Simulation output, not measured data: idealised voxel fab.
Process module in this document: voxel plated lines
Section shown: cut. Width: 165 nm. Cell size: 5 nm, square.
Cross-section layout: square cells on a grid; listed as bands, top to bottom; a band spans one or more cell rows.
Heads up on the band format: heights come first, top then bottom, in nm. After that it's the materials left to right, each with its width in nm. A single material flagged "throughout" fills the whole band edge to edge, and "blank" means there's empty space there.
All heights in this document are referenced to 0, defined as the level beneath which the wafer, as received, consists entirely of one material. The lowest band is not bounded below; it extends indefinitely downward and is written in the form "0 down".
You'd read "30..40" like this: the band's top row of cells is as wide as the first number, its bottom row is as wide as the second, and going down, every row changes width by the same amount as the row before did.
Where a step carries "stayed the same", the cross-section came out of it unchanged, cell for cell.
Voids not open to the top, 8 cells minimum: see "Entrapped void list". Written width x height at distance; distance is from the left edge; nm.
On each step's line, the part that comes after the settings is the simulator's own comment on the step.
The line of a step may include "overlay nm". On a step with a mask, this value is how far to the right of its planned place the mask lay. A negative value means the mask lay to the left.

PROCESS STEPS (PLANNED)
1,op RECEIVE | material Si
2,op CONFORMAL_DEP | material Al2O3 | thk nm 10
3,op DIRECTIONAL_DEP | material TiN | thk nm 5
4,op PATTERN | tone open | mask id LINES | material resist | width nm 15 | pitch nm 40 | thk nm 35 | overlay nm 0
5,op EPI | material Ru | thk nm 5
6,op EPI | material Ru | thk nm 10
7,op EPI | material Ru | thk nm 10
8,op STRIP | etch materials resist
9,op DIRECTIONAL_ETCH | etch materials TiN | depth nm 5
10,op CONFORMAL_DEP | material SiO2 | thk nm 5
All wafers enter the flow in the same state. The thk nm at step 10 differs from wafer to wafer, and the plan gives the value for the first wafer.

RECEIVED CONDITION OF THE FIRST OF SEVERAL WAFERS, SECTIONED: POST-STEP 1
0 down  Si throughout
Entrapped void list: none

END OF MODULE, BY WAFER: MATERIAL-BY-MATERIAL CELL GAIN (+) OR LOSS (-) SINCE RECEIPT, THEN CLOSED VOIDS
thk nm 5 | +66 Al2O3 | +45 Ru | +69 SiO2 | +9 TiN | Entrapped void list: none
thk nm 10 | +66 Al2O3 | +45 Ru | +138 SiO2 | +9 TiN | Entrapped void list: none
thk nm 15 | +66 Al2O3 | +45 Ru | +195 SiO2 | +9 TiN | Entrapped void list: none
thk nm 20 | +66 Al2O3 | +45 Ru | +240 SiO2 | +9 TiN | Entrapped void list: none
thk nm 25 | +66 Al2O3 | +45 Ru | +285 SiO2 | +9 TiN | Entrapped void list: none
